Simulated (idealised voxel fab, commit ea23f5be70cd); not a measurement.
process module | voxel released beams
cross-section cut | 295 nm wide | cells 5 nm
A cross-section is a grid of square cells, given in bands from the top down. A band is one or more rows of cells.
Each band's line starts with the height of the band's top and of its bottom, in nm. Then come its materials from left to right, each with its width in nm. One material with "throughout" fills the band from edge to edge. "air" is empty space.
Height 0 is the level under which the wafer as received is all one material. The lowest band goes on downwards, as in "0 down".
A width such as "30 to 40" changes by the same amount from each row of cells to the next, from the band's top row to its bottom row.
"no change" after a step means that no cell of the cross-section changed.
closed voids: empty space of 8 cells or more with no open way to the top, each as width x height at its distance from the left edge, in nm
after a step's settings: what the simulator itself notes on the step
overlay nm, on a step with a mask: how far to the right of its planned place the mask lay; to the left if negative
plan
1 op RECEIVE | material Si
2 op CONFORMAL_DEP | material Al2O3 | thk nm 5
3 op DIRECTIONAL_DEP | material SiO2 | thk nm 20
4 op MASKED_ETCH | tone open | mask id ANCHOR | width nm 35 | etch materials SiO2 | depth nm 20 | overlay nm 0
5 op CONFORMAL_DEP | material SiN | thk nm 10
6 op DIRECTIONAL_DEP | material aC | thk nm 15
7 op PATTERN | tone cover | mask id BEAM | material resist | width nm 110 | thk nm 30 | overlay nm 0
8 op DIRECTIONAL_ETCH | etch materials aC | depth nm 15
9 op STRIP | etch materials resist
10 op DIRECTIONAL_ETCH | etch materials SiN | depth nm 10
11 op STRIP | etch materials aC
12 op STRIP | etch materials SiO2
first wafer, as planned
as received, after step 1
  0 down: Si throughout
  closed voids: none
after step 2
  5 to 0: Al2O3 throughout
  below 0: unchanged
after step 3
  25 to 5: SiO2 throughout
  below 5: unchanged
after step 4
  25 to 5: SiO2 95 | air 35 | SiO2 165
  below 5: unchanged
after step 5
  35 to 25: SiN 105 | air 15 | SiN 175
  25 to 15: SiO2 95 | SiN 10 | air 15 | SiN 10 | SiO2 165
  15 to 5: SiO2 95 | SiN 35 | SiO2 165
  below 5: unchanged
after step 6
  50 to 35: aC 105 | air 15 | aC 175
  35 to 30: SiN 105 | air 15 | SiN 175
  30 to 25: SiN 105 | aC 15 | SiN 175
  25 to 15: SiO2 95 | SiN 10 | aC 15 | SiN 10 | SiO2 165
  below 15: unchanged
after step 7
  80 to 50: air 90 | resist 110 | air 95
  50 to 35: aC 105 | resist 15 | aC 175
  35 to 30: SiN 105 | resist 15 | SiN 175
  below 30: unchanged
after step 8
  65 to 50: air 90 | resist 110 | air 95
  50 to 35: air 90 | aC 15 | resist 15 | aC 80 | air 95
  below 35: unchanged
after step 9
  50 to 35: air 90 | aC 15 | air 15 | aC 80 | air 95
  35 to 30: SiN 105 | air 15 | SiN 175
  below 30: unchanged
after step 10
  50 to 35: air 90 | aC 15 | air 15 | aC 80 | air 95
  35 to 30: air 90 | SiN 15 | air 15 | SiN 80 | air 95
  30 to 25: air 90 | SiN 15 | aC 15 | SiN 80 | air 95
  below 25: unchanged
after step 11
  35 to 25: air 90 | SiN 15 | air 15 | SiN 80 | air 95
  25 to 15: SiO2 95 | SiN 10 | air 15 | SiN 10 | SiO2 165
  below 15: unchanged
after step 12
  35 to 25: air 90 | SiN 15 | air 15 | SiN 80 | air 95
  25 to 15: air 95 | SiN 10 | air 15 | SiN 10 | air 165
  15 to 5: air 95 | SiN 35 | air 165
  below 5: unchanged
second wafer: like start, like plan, one mistake. Through step 4 it matches the first wafer
when step 5 should have ended
  35 to 25: Al2O3 105 | air 15 | Al2O3 175
  25 to 15: SiO2 95 | Al2O3 10 | air 15 | Al2O3 10 | SiO2 165
  15 to 5: SiO2 95 | Al2O3 35 | SiO2 165
  below 5: unchanged
when step 6 should have ended
  50 to 35: aC 105 | air 15 | aC 175
  35 to 30: Al2O3 105 | air 15 | Al2O3 175
  30 to 25: Al2O3 105 | aC 15 | Al2O3 175
  25 to 15: SiO2 95 | Al2O3 10 | aC 15 | Al2O3 10 | SiO2 165
  below 15: unchanged
when step 7 should have ended
  80 to 50: air 90 | resist 110 | air 95
  50 to 35: aC 105 | resist 15 | aC 175
  35 to 30: Al2O3 105 | resist 15 | Al2O3 175
  below 30: unchanged
when step 8 should have ended
  65 to 50: air 90 | resist 110 | air 95
  50 to 35: air 90 | aC 15 | resist 15 | aC 80 | air 95
  below 35: unchanged
when step 9 should have ended
  50 to 35: air 90 | aC 15 | air 15 | aC 80 | air 95
  35 to 30: Al2O3 105 | air 15 | Al2O3 175
  below 30: unchanged
when step 10 should have ended: no change
when step 11 should have ended
  35 to 25: Al2O3 105 | air 15 | Al2O3 175
  25 to 15: SiO2 95 | Al2O3 10 | air 15 | Al2O3 10 | SiO2 165
  below 15: unchanged
when step 12 should have ended: no change
what went wrong: step 5 ran as: op CONFORMAL_DEP | material Al2O3 | thk nm 10
at the end the second wafer has, in cells: 134 more of Al2O3 | 60 fewer of SiN | 208 more of SiO2
